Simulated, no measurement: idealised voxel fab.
This section sets out a process module, namely voxel wiring stack.
Cross-section cut spans 190 nm and uses square cells 5 nm in size.
Throughout this document, each cross-section is represented as a grid of square cells and is presented as a sequence of bands enumerated from the top downward, where a band comprises one or more rows of cells.
This entry defines a band. It first specifies the height of the band's top and the height of its bottom in nm, and then specifies the band's materials from left to right, stating each material with its width in nm. The word "throughout" identifies a single material that fills the band from edge to edge, while the word "empty" identifies empty space.
Beneath 0, the wafer as received is one material, and that level is where height counting begins. The lowest band goes on downward without a bottom; it is written like "0 and below".
Per-row width for "30->40": begins at first number (top row of band), ends at second number (bottom row), increment between rows held constant.
Key: "no modification" - step with no changed cell in the cross-section.
"Fully sealed cavities": empty spaces of 8 cells or more with no open way to the top, each given as width x height at distance, distance from the left edge, all in nm.
Step line, after settings: the simulator's comment on this step.
Regarding "overlay nm": on a step with a mask, it is the distance the mask lay to the right of its planned place; a negative value places it to the left.

**Process steps (planned)**
1,RECEIVE [material Si]
2,CONFORMAL_DEP [material SiO2] [thk nm 10]
3,CONFORMAL_DEP [material SiCN] [thk nm 5]
4,DIRECTIONAL_DEP [material lowk] [thk nm 20]
5,DIRECTIONAL_DEP [material aC] [thk nm 15]
6,PATTERN [tone open] [mask id METAL_1] [material resist] [width nm 25] [pitch nm 55] [thk nm 35] [overlay nm 0]
7,DIRECTIONAL_ETCH [etch materials aC] [depth nm 15]
8,STRIP [etch materials resist]
9,DIRECTIONAL_ETCH [etch materials lowk] [depth nm 20]
10,DIRECTIONAL_ETCH [etch materials SiCN] [depth nm 5]
11,STRIP [etch materials aC]
12,CONFORMAL_DEP [material TiN] [thk nm 5]
13,FILL_DEP [material Cu] [thk nm 5]
14,CMP [height nm 35]
15,CONFORMAL_DEP [material SiCN] [thk nm 5]
16,DIRECTIONAL_DEP [material lowk] [thk nm 10]
17,DIRECTIONAL_DEP [material aC] [thk nm 10]
18,PATTERN [tone open] [mask id PLUG_1] [material resist] [width nm 15] [thk nm 30] [overlay nm 0]
19,DIRECTIONAL_ETCH [etch materials aC] [depth nm 10]
20,STRIP [etch materials resist]
21,DIRECTIONAL_ETCH [etch materials lowk] [depth nm 10]
22,DIRECTIONAL_ETCH [etch materials SiCN] [depth nm 5]
23,STRIP [etch materials aC]
24,EPI [material Ru] [thk nm 10]
25,EPI [material Ru] [thk nm 5]
26,DIRECTIONAL_DEP [material TiN] [thk nm 5]
27,DIRECTIONAL_DEP [material Ru] [thk nm 15]
28,DIRECTIONAL_DEP [material aC] [thk nm 10]
29,PATTERN [tone cover] [mask id METAL_2] [material resist] [width nm 25] [pitch nm 55] [thk nm 30] [overlay nm 0]
30,DIRECTIONAL_ETCH [etch materials aC] [depth nm 10]
31,STRIP [etch materials resist]
32,DIRECTIONAL_ETCH [etch materials Ru] [depth nm 15]
33,DIRECTIONAL_ETCH [etch materials TiN] [depth nm 5]
34,STRIP [etch materials aC]
35,CONFORMAL_DEP [material SiN] [thk nm 5]
36,FILL_DEP [material SiO2] [thk nm 10]
37,CMP [height nm 70]
38,CONFORMAL_DEP [material SiCN] [thk nm 5]
39,DIRECTIONAL_DEP [material lowk] [thk nm 30]
40,DIRECTIONAL_DEP [material aC] [thk nm 15]
41,PATTERN [tone open] [mask id METAL_3] [material resist] [width nm 25] [pitch nm 55] [thk nm 35] [overlay nm 0]
42,DIRECTIONAL_ETCH [etch materials aC] [depth nm 15]
43,STRIP [etch materials resist]
44,DIRECTIONAL_ETCH [etch materials lowk] [depth nm 20]
45,STRIP [etch materials aC]
46,PATTERN [tone open] [mask id METAL_3_HOLES] [material resist] [width nm 15] [pitch nm 55] [thk nm 15] [overlay nm 0]
47,DIRECTIONAL_ETCH [etch materials lowk] [depth nm 10]
48,DIRECTIONAL_ETCH [etch materials SiCN] [depth nm 5]
49,STRIP [etch materials resist]
50,CONFORMAL_DEP [material TiN] [thk nm 5]
51,FILL_DEP [material Ru] [thk nm 5]
52,CMP [height nm 105]
53,CONFORMAL_DEP [material SiCN] [thk nm 5]
54,DIRECTIONAL_DEP [material lowk] [thk nm 25]
55,MASKED_ETCH [tone open] [mask id METAL_4_HOLES] [width nm 15] [pitch nm 55] [etch materials lowk] [depth nm 25] [overlay nm 0]
56,DIRECTIONAL_DEP [material aC] [thk nm 10]
57,PATTERN [tone open] [mask id METAL_4] [material resist] [width nm 25] [pitch nm 55] [thk nm 30] [overlay nm 0]
58,DIRECTIONAL_ETCH [etch materials aC] [depth nm 10]
59,STRIP [etch materials resist]
60,DIRECTIONAL_ETCH [etch materials lowk] [depth nm 15]
61,DIRECTIONAL_ETCH [etch materials SiCN] [depth nm 5]
62,STRIP [etch materials aC]
63,CONFORMAL_DEP [material TiN] [thk nm 5]
64,FILL_DEP [material Cu] [thk nm 10]
65,CMP [height nm 135]
66,CONFORMAL_DEP [material SiCN] [thk nm 5]

**Incoming wafer, cross-sectional view, post step 1**
    0 and below | Si throughout
    Fully sealed cavities: none

**Cross-section: first of two wafers, module finished, run according to plan**
    140 down to 135 | SiCN throughout
    135 down to 125 | 55 of lowk  5 of TiN  15 of Cu  5 of TiN  30 of lowk  5 of TiN  15 of Cu  5 of TiN  55 of lowk
    125 down to 120 | 55 of lowk  5 of TiN  5 of Cu  15 of TiN  30 of lowk  5 of TiN  5 of Cu  15 of TiN  55 of lowk
    120 down to 110 | 55 of lowk  5 of TiN  5 of Cu  5 of TiN  40 of lowk  5 of TiN  5 of Cu  5 of TiN  65 of lowk
    110 down to 105 | 55 of SiCN  15 of TiN  40 of SiCN  15 of TiN  65 of SiCN
    105 down to 90 | 55 of lowk  5 of TiN  15 of Ru  5 of TiN  30 of lowk  5 of TiN  15 of Ru  5 of TiN  55 of lowk
    90 down to 85 | 55 of lowk  5 of TiN  5 of Ru  15 of TiN  30 of lowk  5 of TiN  5 of Ru  15 of TiN  55 of lowk
    85 down to 75 | 55 of lowk  5 of TiN  5 of Ru  5 of TiN  40 of lowk  5 of TiN  5 of Ru  5 of TiN  65 of lowk
    75 down to 70 | 55 of SiCN  15 of TiN  40 of SiCN  15 of TiN  65 of SiCN
    70 down to 55 | 50 of SiO2  5 of SiN  25 of Ru  5 of SiN  20 of SiO2  5 of SiN  25 of Ru  5 of SiN  50 of SiO2
    55 down to 50 | 55 of SiN  25 of TiN  30 of SiN  25 of TiN  55 of SiN
    50 down to 40 | 55 of lowk  15 of Ru  120 of lowk
    40 down to 35 | 55 of SiCN  15 of Ru  120 of SiCN
    35 down to 15 | 55 of lowk  5 of TiN  15 of Cu  5 of TiN  30 of lowk  5 of TiN  15 of Cu  5 of TiN  55 of lowk
    15 down to 10 | 55 of SiCN  25 of TiN  30 of SiCN  25 of TiN  55 of SiCN
    10 down to 0 | SiO2 throughout
    0 and below | Si throughout
    Fully sealed cavities: none

**Cross-section, second wafer: same start as the first, same plan as the first, one mistake in running it; taken at the end of the module**
    140 down to 135 | SiCN throughout
    135 down to 125 | 55 of lowk  5 of TiN  15 of Cu  5 of TiN  30 of lowk  5 of TiN  15 of Cu  5 of TiN  55 of lowk
    125 down to 120 | 55 of lowk  5 of TiN  5 of Cu  15 of TiN  30 of lowk  5 of TiN  5 of Cu  15 of TiN  55 of lowk
    120 down to 110 | 55 of lowk  5 of TiN  5 of Cu  5 of TiN  40 of lowk  5 of TiN  5 of Cu  5 of TiN  65 of lowk
    110 down to 105 | 55 of SiCN  15 of TiN  40 of SiCN  15 of TiN  65 of SiCN
    105 down to 90 | 55 of lowk  5 of TiN  15 of Ru  5 of TiN  30 of lowk  5 of TiN  15 of Ru  5 of TiN  55 of lowk
    90 down to 85 | 55 of lowk  5 of TiN  5 of Ru  15 of TiN  30 of lowk  5 of TiN  5 of Ru  15 of TiN  55 of lowk
    85 down to 75 | 55 of lowk  5 of TiN  5 of Ru  5 of TiN  40 of lowk  5 of TiN  5 of Ru  5 of TiN  65 of lowk
    75 down to 70 | 55 of SiCN  15 of TiN  40 of SiCN  15 of TiN  65 of SiCN
    70 down to 55 | 50 of SiO2  5 of SiN  30 of Ru  5 of SiN  15 of SiO2  5 of SiN  30 of Ru  5 of SiN  45 of SiO2
    55 down to 50 | 55 of SiN  30 of TiN  25 of SiN  30 of TiN  50 of SiN
    50 down to 40 | 55 of lowk  15 of Ru  120 of lowk
    40 down to 35 | 55 of SiCN  15 of Ru  120 of SiCN
    35 down to 15 | 55 of lowk  5 of TiN  15 of Cu  5 of TiN  30 of lowk  5 of TiN  15 of Cu  5 of TiN  55 of lowk
    15 down to 10 | 55 of SiCN  25 of TiN  30 of SiCN  25 of TiN  55 of SiCN
    10 down to 0 | SiO2 throughout
    0 and below | Si throughout
    Fully sealed cavities: none
Misprocessing identified: step 29: run off-plan, actual operation and settings PATTERN [tone cover] [mask id METAL_2] [material resist] [width nm 30] [pitch nm 55] [thk nm 30] [overlay nm 0]
Looking at both finished wafers in cells, the second ends up ahead of or behind the first on some materials: Ru +6; SiN -2; SiO2 -6; TiN +2
